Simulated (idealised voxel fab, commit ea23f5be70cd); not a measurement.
This section sets out a process module, namely voxel double patterning.
FYI the section here is cut, 175 nm wide, cells are 5 nm squares.
Heads up, the way a cross-section reads in here is a grid of square cells, handed over as bands from the top down, with every band being one or more rows of cells. Within each band entry, the heights of the top and of the bottom of the band appear first, in that order and in nm; the materials of the band then follow from left to right, each with its corresponding width in nm. The designation "edge to edge" on a single material indicates that it fills the band from edge to edge; the designation "air" indicates empty space. Heights are measured from 0, the level below which the as-received wafer is all one material; the lowest band has no bottom and continues downward, written as in "from 0 down". The width entry "30..40" should be interpreted row by row: the top row of cells in the band takes the first number, the bottom row takes the second number, and the change between adjacent rows is uniform throughout. Take "remains unaltered" at face value: in the step it is given for, the cross-section changed in none of its cells. This entry, "Sealed-off cavities", enumerates those empty regions of no fewer than 8 cells that possess no open connection to the top. Each region is reported in the form width x height at distance, the distance being taken from the left edge, with all three quantities expressed in nm. The remark found on a step's line after its settings is issued by the simulator itself and pertains to that step. overlay nm: how far to the right of its planned place the mask lay on this masked step (negative: to the left).
## Steps in the process plan
- 1: RECEIVE | material Si
- 2: CONFORMAL_DEP | material SiN | thk nm 10
- 3: DIRECTIONAL_DEP | material SiO2 | thk nm 10
- 4: DIRECTIONAL_DEP | material SiCN | thk nm 5
- 5: DIRECTIONAL_DEP | material aC | thk nm 10
- 6: PATTERN | tone open | mask id FIRST | material resist | width nm 15 | pitch nm 50 | thk nm 30 | overlay nm 0
- 7: DIRECTIONAL_ETCH | etch materials aC | depth nm 10
- 8: STRIP | etch materials resist
- 9: DIRECTIONAL_ETCH | etch materials SiCN | depth nm 5
- 10: STRIP | etch materials aC
- 11: MASKED_ETCH | tone open | mask id SECOND | width nm 15 | etch materials SiCN | depth nm 5 | overlay nm 0
- 12: DIRECTIONAL_ETCH | etch materials SiO2 | depth nm 10
- 13: STRIP | etch materials SiCN
## Incoming wafer in cross-section (state: after step 1)
	from 0 down  Si edge to edge
	Sealed-off cavities: none
## First of two wafers: cross-section at end of module, run per plan
	from 20 to 10  SiO2 55, air 15, SiO2 10, air 15, SiO2 10, air 15, SiO2 55
	from 10 to 0  SiN edge to edge
	from 0 down  Si edge to edge
	Sealed-off cavities: none
## Cross-section, second wafer: same start as the first, same plan as the first, one mistake in running it; taken at the end of the module
	from 20 to 10  air 80, SiO2 15, air 80
	from 10 to 0  SiN edge to edge
	from 0 down  Si edge to edge
	Sealed-off cavities: none
Want to know what went wrong? note that step 11 departed from the planned setting and was carried out as MASKED_ETCH | tone cover | mask id SECOND | width nm 15 | etch materials SiCN | depth nm 5 | overlay nm 0
Count the cells at the end and the second wafer has more or fewer of some materials than the first: 46 fewer of SiO2
